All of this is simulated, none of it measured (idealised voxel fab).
Process module under the name voxel gate over fins
The cross-section on display is named cut; it measures 225 nm wide, and its cells are 5 nm squares.
When this document writes out a cross-section, it uses a grid of square cells and lists it as bands, beginning at the top and moving down, with a band standing for one or more rows of cells.
Quick guide to a band line: top height, bottom height (nm) up front; then every material left to right with its width in nm. Only one material and it's marked "everywhere"? Then it fills the band edge to edge. And "air" just means empty space.
Ref level 0: as-received wafer is one material below here. Bottom band extends down with no lower bound ("0 nm and below").
With a width like "30->40", each row of cells in the band differs from the next by the same amount, the top row carrying the first number and the bottom row the second.
"stayed the same" -> step changed no cross-section cell.
Empty spaces counting at least 8 cells and having no open way to the top are listed in "Enclosed void list". The notation width x height at distance is used for each, the distance being from the left edge and all three values in nm.
Note: text after step settings on the step line = simulator remark on that step.
overlay nm: on a step with a mask, how far right of its planned place the mask lay; negative means left.
Steps in the process plan
1: RECEIVE,material Si
2: CONFORMAL_DEP,material SiN,thk nm 5
3: DIRECTIONAL_DEP,material aC,thk nm 15
4: PATTERN,tone cover,mask id FINS,material resist,width nm 15,pitch nm 40,thk nm 35,overlay nm 0
5: DIRECTIONAL_ETCH,etch materials aC,depth nm 15
6: STRIP,etch materials resist
7: DIRECTIONAL_ETCH,etch materials SiN,depth nm 5
8: DIRECTIONAL_ETCH,etch materials Si,depth nm 35
9: STRIP,etch materials aC
10: OXIDIZE,depth nm 5
11: FILL_DEP,material SiO2,thk nm 15
12: CMP,height nm 5
13: SELECTIVE_ETCH,etch materials SiO2,depth nm 15
14: STRIP,etch materials SiN
15: CONFORMAL_DEP,material HfO2,thk nm 5
16: CONFORMAL_DEP,material TiN,thk nm 5
17: CONFORMAL_DEP,material TiAl,thk nm 5
18: CONFORMAL_DEP,material TiN,thk nm 5
19: FILL_DEP,material W,thk nm 10
20: CMP,height nm 25
21: CONFORMAL_DEP,material SiCN,thk nm 5
Cross-section, incoming material, after step 1
  0 nm and below = Si everywhere
  Enclosed void list: none
Wafer cross-section at end of module: start and plan as shown above, one execution error
  30 nm to 25 nm = SiCN everywhere
  25 nm to 20 nm = W everywhere
  20 nm to 15 nm = W 30 nm | TiN 165 nm | W 30 nm
  15 nm to 10 nm = W 30 nm | TiN 5 nm | TiAl 35 nm | TiN 5 nm | TiAl 35 nm | TiN 5 nm | TiAl 35 nm | TiN 5 nm | TiAl 35 nm | TiN 5 nm | W 30 nm
  10 nm to 5 nm = TiN 35 nm | TiAl 5 nm | HfO2 25 nm | TiAl 5 nm | TiN 5 nm | TiAl 5 nm | HfO2 25 nm | TiAl 5 nm | TiN 5 nm | TiAl 5 nm | HfO2 25 nm | TiAl 5 nm | TiN 5 nm | TiAl 5 nm | HfO2 25 nm | TiAl 5 nm | TiN 35 nm
  5 nm to 0 nm = TiAl 40 nm | HfO2 25 nm | TiAl 15 nm | HfO2 25 nm | TiAl 15 nm | HfO2 25 nm | TiAl 15 nm | HfO2 25 nm | TiAl 40 nm
  0 nm to -10 nm = HfO2 50 nm | Si 5 nm | HfO2 35 nm | Si 5 nm | HfO2 35 nm | Si 5 nm | HfO2 35 nm | Si 5 nm | HfO2 50 nm
  -10 nm to -40 nm = SiO2 50 nm | Si 5 nm | SiO2 35 nm | Si 5 nm | SiO2 35 nm | Si 5 nm | SiO2 35 nm | Si 5 nm | SiO2 50 nm
  -40 nm and below = Si everywhere
  Enclosed void list: none
So what did we get wrong on this run? heads up, step 16 didn't go per plan, it actually ran as CONFORMAL_DEP,material HfO2,thk nm 5
